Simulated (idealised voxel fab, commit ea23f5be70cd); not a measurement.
The name of this process module is voxel self aligned vias.
Displayed cross-section: cut, width of 180 nm, square cells sized 5 nm.
This document writes a cross-section as a grid whose cells are square, and gives it as bands, listed from the top down; one or more rows of cells form a band. First you get the band's top height and its bottom height, in nm, and then the materials it's made of, left to right, with each width in nm. If you see a single material with "throughout", that one covers the band edge to edge. "blank" is empty space. Ref level 0: as-received wafer is one material below here. Bottom band extends down with no lower bound ("top 0, no bottom"). The two numbers in a width such as "30->40" mark its ends across the band: the first belongs to the top row of cells, the second to the bottom row, and from each row to the next the width moves by the same amount. The cross-section has no changed cell in any step marked "nothing was modified". "Closed void table" contains a list of empty spaces, each no smaller than 8 cells and without an open way to the top, written in the form width x height at distance with the distance from the left edge and all three in nm. Anything after a step's settings on that line? It's the simulator's own note about the step. overlay nm: right-of-plan distance of the mask on a masked step; negative values mean left-of-plan.

[Process steps (planned)]
1 RECEIVE (material Si)
2 CONFORMAL_DEP (material SiO2; thk nm 10)
3 CONFORMAL_DEP (material SiCN; thk nm 5)
4 DIRECTIONAL_DEP (material SiO2; thk nm 20)
5 MASKED_ETCH (tone open; mask id LINES; width nm 25; pitch nm 70; etch materials SiO2; depth nm 20; overlay nm 0)
6 CONFORMAL_DEP (material TiN; thk nm 5)
7 FILL_DEP (material W; thk nm 10)
8 CMP (height nm 35)
9 SELECTIVE_ETCH (etch materials W Ru TiN; depth nm 5)
10 FILL_DEP (material SiN; thk nm 10)
11 CMP (height nm 35)
12 DIRECTIONAL_DEP (material SiO2; thk nm 20)
13 PATTERN (tone open; mask id VIAS; material resist; width nm 45; pitch nm 70; thk nm 15; overlay nm 0)
14 DIRECTIONAL_ETCH (etch materials SiO2; depth nm 20)
15 DIRECTIONAL_ETCH (etch materials SiN; depth nm 5)
16 STRIP (etch materials resist)
17 CONFORMAL_DEP (material TiN; thk nm 5)
18 FILL_DEP (material Cu; thk nm 10)
19 CMP (height nm 55)
20 CONFORMAL_DEP (material SiN; thk nm 5)

[Below: the first of two wafers, run as planned]

[Step 1 complete: cross-section of the wafer as received]
  top 0, no bottom | Si throughout
  Closed void table: none

[How the wafer stands in section after step 2]
  top 10, bottom 0 | SiO2 throughout
  Nothing below the height 0 has changed.

[How the wafer stands in section after step 3]
  top 15, bottom 10 | SiCN throughout
  Nothing below the height 10 has changed.

[How the wafer stands in section after step 4]
  top 35, bottom 15 | SiO2 throughout
  Nothing below the height 15 has changed.

[How the wafer stands in section after step 5]
  top 35, bottom 15 | 40 nm SiO2  25 nm blank  45 nm SiO2  25 nm blank  45 nm SiO2
  Nothing below the height 15 has changed.

[How the wafer stands in section after step 6]
  top 40, bottom 35 | 45 nm TiN  15 nm blank  55 nm TiN  15 nm blank  50 nm TiN
  top 35, bottom 20 | 40 nm SiO2  5 nm TiN  15 nm blank  5 nm TiN  45 nm SiO2  5 nm TiN  15 nm blank  5 nm TiN  45 nm SiO2
  top 20, bottom 15 | 40 nm SiO2  25 nm TiN  45 nm SiO2  25 nm TiN  45 nm SiO2
  Nothing below the height 15 has changed.

[How the wafer stands in section after step 7]
  top 50, bottom 40 | W throughout
  top 40, bottom 35 | 45 nm TiN  15 nm W  55 nm TiN  15 nm W  50 nm TiN
  top 35, bottom 20 | 40 nm SiO2  5 nm TiN  15 nm W  5 nm TiN  45 nm SiO2  5 nm TiN  15 nm W  5 nm TiN  45 nm SiO2
  Nothing below the height 20 has changed.

[How the wafer stands in section after step 8]
  top 35, bottom 20 | 40 nm SiO2  5 nm TiN  15 nm W  5 nm TiN  45 nm SiO2  5 nm TiN  15 nm W  5 nm TiN  45 nm SiO2
  Nothing below the height 20 has changed.

[How the wafer stands in section after step 9]
  top 35, bottom 30 | 40 nm SiO2  25 nm blank  45 nm SiO2  25 nm blank  45 nm SiO2
  Nothing below the height 30 has changed.

[How the wafer stands in section after step 10]
  top 45, bottom 35 | SiN throughout
  top 35, bottom 30 | 40 nm SiO2  25 nm SiN  45 nm SiO2  25 nm SiN  45 nm SiO2
  Nothing below the height 30 has changed.

[How the wafer stands in section after step 11]
  top 35, bottom 30 | 40 nm SiO2  25 nm SiN  45 nm SiO2  25 nm SiN  45 nm SiO2
  Nothing below the height 30 has changed.

[How the wafer stands in section after step 12]
  top 55, bottom 35 | SiO2 throughout
  Nothing below the height 35 has changed.

[How the wafer stands in section after step 13]
  top 70, bottom 55 | 30 nm resist  45 nm blank  25 nm resist  45 nm blank  35 nm resist
  Nothing below the height 55 has changed.

[How the wafer stands in section after step 14]
  top 70, bottom 55 | 30 nm resist  45 nm blank  25 nm resist  45 nm blank  35 nm resist
  top 55, bottom 35 | 30 nm SiO2  45 nm blank  25 nm SiO2  45 nm blank  35 nm SiO2
  Nothing below the height 35 has changed.

[How the wafer stands in section after step 15]
  top 70, bottom 55 | 30 nm resist  45 nm blank  25 nm resist  45 nm blank  35 nm resist
  top 55, bottom 35 | 30 nm SiO2  45 nm blank  25 nm SiO2  45 nm blank  35 nm SiO2
  top 35, bottom 30 | 40 nm SiO2  25 nm blank  45 nm SiO2  25 nm blank  45 nm SiO2
  Nothing below the height 30 has changed.

[How the wafer stands in section after step 16]
  top 55, bottom 35 | 30 nm SiO2  45 nm blank  25 nm SiO2  45 nm blank  35 nm SiO2
  Nothing below the height 35 has changed.

[How the wafer stands in section after step 17]
  top 60, bottom 55 | 35 nm TiN  35 nm blank  35 nm TiN  35 nm blank  40 nm TiN
  top 55, bottom 40 | 30 nm SiO2  5 nm TiN  35 nm blank  5 nm TiN  25 nm SiO2  5 nm TiN  35 nm blank  5 nm TiN  35 nm SiO2
  top 40, bottom 35 | 30 nm SiO2  15 nm TiN  15 nm blank  15 nm TiN  25 nm SiO2  15 nm TiN  15 nm blank  15 nm TiN  35 nm SiO2
  top 35, bottom 30 | 40 nm SiO2  25 nm TiN  45 nm SiO2  25 nm TiN  45 nm SiO2
  Nothing below the height 30 has changed.

[How the wafer stands in section after step 18]
  top 70, bottom 60 | Cu throughout
  top 60, bottom 55 | 35 nm TiN  35 nm Cu  35 nm TiN  35 nm Cu  40 nm TiN
  top 55, bottom 40 | 30 nm SiO2  5 nm TiN  35 nm Cu  5 nm TiN  25 nm SiO2  5 nm TiN  35 nm Cu  5 nm TiN  35 nm SiO2
  top 40, bottom 35 | 30 nm SiO2  15 nm TiN  15 nm Cu  15 nm TiN  25 nm SiO2  15 nm TiN  15 nm Cu  15 nm TiN  35 nm SiO2
  Nothing below the height 35 has changed.

[How the wafer stands in section after step 19]
  top 55, bottom 40 | 30 nm SiO2  5 nm TiN  35 nm Cu  5 nm TiN  25 nm SiO2  5 nm TiN  35 nm Cu  5 nm TiN  35 nm SiO2
  Nothing below the height 40 has changed.

[How the wafer stands in section after step 20]
  top 60, bottom 55 | SiN throughout
  Nothing below the height 55 has changed.

[For the second wafer, take the first wafer's start and plan, then add one mistake made in running it; everything through step 4, that step included, is shared with the first]

[Second wafer cross-section, taken as of the time the plan sets for step 5 to be done]
  top 35, bottom 15 | 50 nm SiO2  25 nm blank  45 nm SiO2  25 nm blank  35 nm SiO2
  Nothing below the height 15 has changed.

[Second wafer cross-section, taken as of the time the plan sets for step 6 to be done]
  top 40, bottom 35 | 55 nm TiN  15 nm blank  55 nm TiN  15 nm blank  40 nm TiN
  top 35, bottom 20 | 50 nm SiO2  5 nm TiN  15 nm blank  5 nm TiN  45 nm SiO2  5 nm TiN  15 nm blank  5 nm TiN  35 nm SiO2
  top 20, bottom 15 | 50 nm SiO2  25 nm TiN  45 nm SiO2  25 nm TiN  35 nm SiO2
  Nothing below the height 15 has changed.

[Second wafer cross-section, taken as of the time the plan sets for step 7 to be done]
  top 50, bottom 40 | W throughout
  top 40, bottom 35 | 55 nm TiN  15 nm W  55 nm TiN  15 nm W  40 nm TiN
  top 35, bottom 20 | 50 nm SiO2  5 nm TiN  15 nm W  5 nm TiN  45 nm SiO2  5 nm TiN  15 nm W  5 nm TiN  35 nm SiO2
  Nothing below the height 20 has changed.

[Second wafer cross-section, taken as of the time the plan sets for step 8 to be done]
  top 35, bottom 20 | 50 nm SiO2  5 nm TiN  15 nm W  5 nm TiN  45 nm SiO2  5 nm TiN  15 nm W  5 nm TiN  35 nm SiO2
  Nothing below the height 20 has changed.

[Second wafer cross-section, taken as of the time the plan sets for step 9 to be done]
  top 35, bottom 30 | 50 nm SiO2  25 nm blank  45 nm SiO2  25 nm blank  35 nm SiO2
  Nothing below the height 30 has changed.

[Second wafer cross-section, taken as of the time the plan sets for step 10 to be done]
  top 45, bottom 35 | SiN throughout
  top 35, bottom 30 | 50 nm SiO2  25 nm SiN  45 nm SiO2  25 nm SiN  35 nm SiO2
  Nothing below the height 30 has changed.

[Second wafer cross-section, taken as of the time the plan sets for step 11 to be done]
  top 35, bottom 30 | 50 nm SiO2  25 nm SiN  45 nm SiO2  25 nm SiN  35 nm SiO2
  Nothing below the height 30 has changed.

[Second wafer cross-section, taken as of the time the plan sets for step 12 to be done]
  top 55, bottom 35 | SiO2 throughout
  Nothing below the height 35 has changed.

[Second wafer cross-section, taken as of the time the plan sets for step 13 to be done]
  top 70, bottom 55 | 30 nm resist  45 nm blank  25 nm resist  45 nm blank  35 nm resist
  Nothing below the height 55 has changed.

[Second wafer cross-section, taken as of the time the plan sets for step 14 to be done]
  top 70, bottom 55 | 30 nm resist  45 nm blank  25 nm resist  45 nm blank  35 nm resist
  top 55, bottom 35 | 30 nm SiO2  45 nm blank  25 nm SiO2  45 nm blank  35 nm SiO2
  Nothing below the height 35 has changed.

[Second wafer cross-section, taken as of the time the plan sets for step 15 to be done]
  top 70, bottom 55 | 30 nm resist  45 nm blank  25 nm resist  45 nm blank  35 nm resist
  top 55, bottom 35 | 30 nm SiO2  45 nm blank  25 nm SiO2  45 nm blank  35 nm SiO2
  top 35, bottom 30 | 50 nm SiO2  25 nm blank  45 nm SiO2  25 nm blank  35 nm SiO2
  Nothing below the height 30 has changed.

[Second wafer cross-section, taken as of the time the plan sets for step 16 to be done]
  top 55, bottom 35 | 30 nm SiO2  45 nm blank  25 nm SiO2  45 nm blank  35 nm SiO2
  Nothing below the height 35 has changed.

[Second wafer cross-section, taken as of the time the plan sets for step 17 to be done]
  top 60, bottom 55 | 35 nm TiN  35 nm blank  35 nm TiN  35 nm blank  40 nm TiN
  top 55, bottom 40 | 30 nm SiO2  5 nm TiN  35 nm blank  5 nm TiN  25 nm SiO2  5 nm TiN  35 nm blank  5 nm TiN  35 nm SiO2
  top 40, bottom 35 | 30 nm SiO2  25 nm TiN  15 nm blank  5 nm TiN  25 nm SiO2  25 nm TiN  15 nm blank  5 nm TiN  35 nm SiO2
  top 35, bottom 30 | 50 nm SiO2  25 nm TiN  45 nm SiO2  25 nm TiN  35 nm SiO2
  Nothing below the height 30 has changed.

[Second wafer cross-section, taken as of the time the plan sets for step 18 to be done]
  top 70, bottom 60 | Cu throughout
  top 60, bottom 55 | 35 nm TiN  35 nm Cu  35 nm TiN  35 nm Cu  40 nm TiN
  top 55, bottom 40 | 30 nm SiO2  5 nm TiN  35 nm Cu  5 nm TiN  25 nm SiO2  5 nm TiN  35 nm Cu  5 nm TiN  35 nm SiO2
  top 40, bottom 35 | 30 nm SiO2  25 nm TiN  15 nm Cu  5 nm TiN  25 nm SiO2  25 nm TiN  15 nm Cu  5 nm TiN  35 nm SiO2
  Nothing below the height 35 has changed.

[Second wafer cross-section, taken as of the time the plan sets for step 19 to be done]
  top 55, bottom 40 | 30 nm SiO2  5 nm TiN  35 nm Cu  5 nm TiN  25 nm SiO2  5 nm TiN  35 nm Cu  5 nm TiN  35 nm SiO2
  Nothing below the height 40 has changed.

[Second wafer cross-section, taken as of the time the plan sets for step 20 to be done]
  top 60, bottom 55 | SiN throughout
  Nothing below the height 55 has changed.
What broke from the plan during processing? step 5 ran differently from the plan; actual operation with settings: MASKED_ETCH (tone open; mask id LINES; width nm 25; pitch nm 70; etch materials SiO2; depth nm 20; overlay nm 10)
At the end, the second wafer has the same number of cells of each material as the first, but those cells sit in other places.
